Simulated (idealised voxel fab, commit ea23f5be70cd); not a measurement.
Title: Process Module voxel lift off
The figure presents cross-section cut, which has a width of 295 nm and is divided into square cells with an edge length of 5 nm.
In this document a cross-section is written as a grid of square cells. It is given as a series of bands, listed from the top down, and a band is one or more rows of cells. What a band's entry tells you: where the top is and where the bottom is, as heights in nm, and after that what lies inside, material by material from left to right, each with its width in nm. Empty space is written as the word "blank", and a single material marked with the word "full width" occupies the band from edge to edge. Heights from 0 (as-received wafer is one material below). Bottom band endless downward, as "from 0 down". So if you see something like "30->40" for the width, read it as the top row of the band sitting at the first number and the bottom row at the second, with every row in between moving by the same amount as the last. Where the words "remained unchanged" appear for a step, the cross-section shows no cell changed by that step; every cell remained as before. Voids not open to the top, 8 cells minimum: see "Unvented cavities". Written width x height at distance; distance is from the left edge; nm. It should be noted that, on the line of a given step, the content following the step's settings is a remark produced by the simulator itself with respect to that step. overlay nm: step with mask; distance mask lay right of planned place; negative value = left of planned place.

The planned process steps are enumerated hereunder
| 1 | RECEIVE [material Si] |
| 2 | CONFORMAL_DEP [material SiO2] [thk nm 5] |
| 3 | PATTERN [tone open] [mask id LINES] [material resist] [width nm 20] [pitch nm 40] [thk nm 30] [overlay nm 0] |
| 4 | DIRECTIONAL_DEP [material Ru] [thk nm 15] |
| 5 | STRIP [etch materials resist] |
| 6 | CONFORMAL_DEP [material SiN] [thk nm 5] |

The first of two wafers, run as planned

Delivered wafer in cross-section: state after step 1
  from 0 down  Si full width
  Unvented cavities: none

Cross-section: wafer state after step 2
  from 5 to 0  SiO2 full width
  Below 0 it's all the same as before, nothing changed down there.

Cross-section: wafer state after step 3
  from 35 to 5  115 nm resist; 20 nm blank; 20 nm resist; 20 nm blank; 120 nm resist
  Below 5 it's all the same as before, nothing changed down there.

Cross-section: wafer state after step 4
  from 50 to 35  115 nm Ru; 20 nm blank; 20 nm Ru; 20 nm blank; 120 nm Ru
  from 35 to 20  115 nm resist; 20 nm blank; 20 nm resist; 20 nm blank; 120 nm resist
  from 20 to 5  115 nm resist; 20 nm Ru; 20 nm resist; 20 nm Ru; 120 nm resist
  Below 5 it's all the same as before, nothing changed down there.

Cross-section: wafer state after step 5
  from 20 to 5  115 nm blank; 20 nm Ru; 20 nm blank; 20 nm Ru; 120 nm blank
  Below 5 it's all the same as before, nothing changed down there.

Cross-section: wafer state after step 6
  from 25 to 20  110 nm blank; 30 nm SiN; 10 nm blank; 30 nm SiN; 115 nm blank
  from 20 to 10  110 nm blank; 5 nm SiN; 20 nm Ru; 5 nm SiN; 10 nm blank; 5 nm SiN; 20 nm Ru; 5 nm SiN; 115 nm blank
  from 10 to 5  115 nm SiN; 20 nm Ru; 20 nm SiN; 20 nm Ru; 120 nm SiN
  Below 5 it's all the same as before, nothing changed down there.

For the second wafer, take the first wafer's start and plan, then add one mistake made in running it; everything through step 2, that step included, is shared with the first

Second wafer shown in cross-section at the time step 3 was slated to end
  from 35 to 5  115 nm blank; 20 nm resist; 20 nm blank; 20 nm resist; 120 nm blank
  Below 5 it's all the same as before, nothing changed down there.

Second wafer shown in cross-section at the time step 4 was slated to end
  from 50 to 35  115 nm blank; 20 nm Ru; 20 nm blank; 20 nm Ru; 120 nm blank
  from 35 to 20  115 nm blank; 20 nm resist; 20 nm blank; 20 nm resist; 120 nm blank
  from 20 to 5  115 nm Ru; 20 nm resist; 20 nm Ru; 20 nm resist; 120 nm Ru
  Below 5 it's all the same as before, nothing changed down there.

Second wafer shown in cross-section at the time step 5 was slated to end
  from 20 to 5  115 nm Ru; 20 nm blank; 20 nm Ru; 20 nm blank; 120 nm Ru
  Below 5 it's all the same as before, nothing changed down there.

Second wafer shown in cross-section at the time step 6 was slated to end
  from 25 to 20  120 nm SiN; 10 nm blank; 30 nm SiN; 10 nm blank; 125 nm SiN
  from 20 to 10  115 nm Ru; 5 nm SiN; 10 nm blank; 5 nm SiN; 20 nm Ru; 5 nm SiN; 10 nm blank; 5 nm SiN; 120 nm Ru
  from 10 to 5  115 nm Ru; 20 nm SiN; 20 nm Ru; 20 nm SiN; 120 nm Ru
  Below 5 it's all the same as before, nothing changed down there.
Processing error: it should be noted that step 3 was executed with settings other than those planned, the operation and settings actually applied being PATTERN [tone cover] [mask id LINES] [material resist] [width nm 20] [pitch nm 40] [thk nm 30] [overlay nm 0]
The final cell counts differ between the wafers, with the second having more or fewer of some materials than the first: +129 Ru
